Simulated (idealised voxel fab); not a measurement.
voxel spacer lines: a process module
150 nm wide, 5 nm square cells: that's cross-section cut.
When this document writes out a cross-section, it uses a grid of square cells and lists it as bands, beginning at the top and moving down, with a band standing for one or more rows of cells.
This entry defines a band. It first specifies the height of the band's top and the height of its bottom in nm, and then specifies the band's materials from left to right, stating each material with its width in nm. The word "full width" identifies a single material that fills the band from edge to edge, while the word "air" identifies empty space.
Heights are expressed relative to 0, this being the level below which the as-received wafer comprises one material exclusively. The lowest band is unbounded in the downward direction and is denoted as in "0 -> down".
Graded width ("30 to 40"): value in top row of band = first number; value in bottom row = second number; row-to-row change constant.
"everything unchanged" means the step left every cell of the cross-section as it was.
"Unvented internal voids" specifies each empty space that is not open to the top and that occupies no fewer than 8 cells, using the form width x height at distance, the distance measured from the left edge and all three quantities in nm.
Post-settings text on a step line: simulator's own remark regarding the step.
When a step includes a mask, the "overlay nm" setting on its line states how far to the right of its planned place that mask lay, and negative values state how far to the left.

Steps planned for the process
step 1: RECEIVE, material Si
step 2: CONFORMAL_DEP, material Al2O3, thk nm 10
step 3: DIRECTIONAL_DEP, material SiN, thk nm 10
step 4: DIRECTIONAL_DEP, material polySi, thk nm 25
step 5: PATTERN, tone cover, mask id MANDREL, material resist, width nm 15, pitch nm 60, thk nm 30, overlay nm 0
step 6: DIRECTIONAL_ETCH, etch materials polySi, depth nm 25
step 7: STRIP, etch materials resist
step 8: CONFORMAL_DEP, material SiO2, thk nm 15
step 9: DIRECTIONAL_ETCH, etch materials SiO2, depth nm 15
step 10: STRIP, etch materials polySi
step 11: DIRECTIONAL_ETCH, etch materials SiN, depth nm 10
step 12: STRIP, etch materials SiO2
step 13: FILL_DEP, material SiO2, thk nm 10
step 14: CMP, height nm 20

On the first of the two wafers: run conducted according to plan

This is the cross-section of the wafer as we received it, i.e. after step 1
- 0 -> down: Si full width
- Unvented internal voids: none

Cross-section: wafer state after step 2
- 10 -> 0: Al2O3 full width
- Note: structure below 0 unchanged.

Cross-section: wafer state after step 3
- 20 -> 10: SiN full width
- Note: structure below 10 unchanged.

Cross-section: wafer state after step 4
- 45 -> 20: polySi full width
- Note: structure below 20 unchanged.

Cross-section: wafer state after step 5
- 75 -> 45: air (35), then resist (15), then air (45), then resist (15), then air (40)
- Note: structure below 45 unchanged.

Cross-section: wafer state after step 6
- 75 -> 45: air (35), then resist (15), then air (45), then resist (15), then air (40)
- 45 -> 20: air (35), then polySi (15), then air (45), then polySi (15), then air (40)
- Note: structure below 20 unchanged.

Cross-section: wafer state after step 7
- 45 -> 20: air (35), then polySi (15), then air (45), then polySi (15), then air (40)
- Note: structure below 20 unchanged.

Cross-section: wafer state after step 8
- 60 -> 45: air (20), then SiO2 (45), then air (15), then SiO2 (45), then air (25)
- 45 -> 35: air (20), then SiO2 (15), then polySi (15), then SiO2 (15), then air (15), then SiO2 (15), then polySi (15), then SiO2 (15), then air (25)
- 35 -> 20: SiO2 (35), then polySi (15), then SiO2 (45), then polySi (15), then SiO2 (40)
- Note: structure below 20 unchanged.

Cross-section: wafer state after step 9
- 45 -> 20: air (20), then SiO2 (15), then polySi (15), then SiO2 (15), then air (15), then SiO2 (15), then polySi (15), then SiO2 (15), then air (25)
- Note: structure below 20 unchanged.

Cross-section: wafer state after step 10
- 45 -> 20: air (20), then SiO2 (15), then air (15), then SiO2 (15), then air (15), then SiO2 (15), then air (15), then SiO2 (15), then air (25)
- Note: structure below 20 unchanged.

Cross-section: wafer state after step 11
- 45 -> 20: air (20), then SiO2 (15), then air (15), then SiO2 (15), then air (15), then SiO2 (15), then air (15), then SiO2 (15), then air (25)
- 20 -> 10: air (20), then SiN (15), then air (15), then SiN (15), then air (15), then SiN (15), then air (15), then SiN (15), then air (25)
- Note: structure below 10 unchanged.

Cross-section: wafer state after step 12
- 20 -> 10: air (20), then SiN (15), then air (15), then SiN (15), then air (15), then SiN (15), then air (15), then SiN (15), then air (25)
- Note: structure below 10 unchanged.

Cross-section: wafer state after step 13
- 30 -> 20: SiO2 full width
- 20 -> 10: SiO2 (20), then SiN (15), then SiO2 (15), then SiN (15), then SiO2 (15), then SiN (15), then SiO2 (15), then SiN (15), then SiO2 (25)
- Note: structure below 10 unchanged.

Cross-section: wafer state after step 14
- 20 -> 10: SiO2 (20), then SiN (15), then SiO2 (15), then SiN (15), then SiO2 (15), then SiN (15), then SiO2 (15), then SiN (15), then SiO2 (25)
- Note: structure below 10 unchanged.

Regarding the second of the two wafers: it shared the first wafer's starting condition and process plan, yet one error occurred during its execution. Its history coincides with that of the first wafer up to and including step 4

Second wafer cross-section, taken as of the time the plan sets for step 5 to be done
- 75 -> 45: air (25), then resist (15), then air (45), then resist (15), then air (50)
- Note: structure below 45 unchanged.

Second wafer cross-section, taken as of the time the plan sets for step 6 to be done
- 75 -> 45: air (25), then resist (15), then air (45), then resist (15), then air (50)
- 45 -> 20: air (25), then polySi (15), then air (45), then polySi (15), then air (50)
- Note: structure below 20 unchanged.

Second wafer cross-section, taken as of the time the plan sets for step 7 to be done
- 45 -> 20: air (25), then polySi (15), then air (45), then polySi (15), then air (50)
- Note: structure below 20 unchanged.

Second wafer cross-section, taken as of the time the plan sets for step 8 to be done
- 60 -> 45: air (10), then SiO2 (45), then air (15), then SiO2 (45), then air (35)
- 45 -> 35: air (10), then SiO2 (15), then polySi (15), then SiO2 (15), then air (15), then SiO2 (15), then polySi (15), then SiO2 (15), then air (35)
- 35 -> 20: SiO2 (25), then polySi (15), then SiO2 (45), then polySi (15), then SiO2 (50)
- Note: structure below 20 unchanged.

Second wafer cross-section, taken as of the time the plan sets for step 9 to be done
- 45 -> 20: air (10), then SiO2 (15), then polySi (15), then SiO2 (15), then air (15), then SiO2 (15), then polySi (15), then SiO2 (15), then air (35)
- Note: structure below 20 unchanged.

Second wafer cross-section, taken as of the time the plan sets for step 10 to be done
- 45 -> 20: air (10), then SiO2 (15), then air (15), then SiO2 (15), then air (15), then SiO2 (15), then air (15), then SiO2 (15), then air (35)
- Note: structure below 20 unchanged.

Second wafer cross-section, taken as of the time the plan sets for step 11 to be done
- 45 -> 20: air (10), then SiO2 (15), then air (15), then SiO2 (15), then air (15), then SiO2 (15), then air (15), then SiO2 (15), then air (35)
- 20 -> 10: air (10), then SiN (15), then air (15), then SiN (15), then air (15), then SiN (15), then air (15), then SiN (15), then air (35)
- Note: structure below 10 unchanged.

Second wafer cross-section, taken as of the time the plan sets for step 12 to be done
- 20 -> 10: air (10), then SiN (15), then air (15), then SiN (15), then air (15), then SiN (15), then air (15), then SiN (15), then air (35)
- Note: structure below 10 unchanged.

Second wafer cross-section, taken as of the time the plan sets for step 13 to be done
- 30 -> 20: SiO2 full width
- 20 -> 10: SiO2 (10), then SiN (15), then SiO2 (15), then SiN (15), then SiO2 (15), then SiN (15), then SiO2 (15), then SiN (15), then SiO2 (35)
- Note: structure below 10 unchanged.

Second wafer cross-section, taken as of the time the plan sets for step 14 to be done
- 20 -> 10: SiO2 (10), then SiN (15), then SiO2 (15), then SiN (15), then SiO2 (15), then SiN (15), then SiO2 (15), then SiN (15), then SiO2 (35)
- Note: structure below 10 unchanged.
So what did we get wrong on this run? note that step 5 departed from the planned setting and was carried out as PATTERN, tone cover, mask id MANDREL, material resist, width nm 15, pitch nm 60, thk nm 30, overlay nm -10
At the end, each material covers as many cells on the second wafer as it does on the first, though the cells it covers are elsewhere.
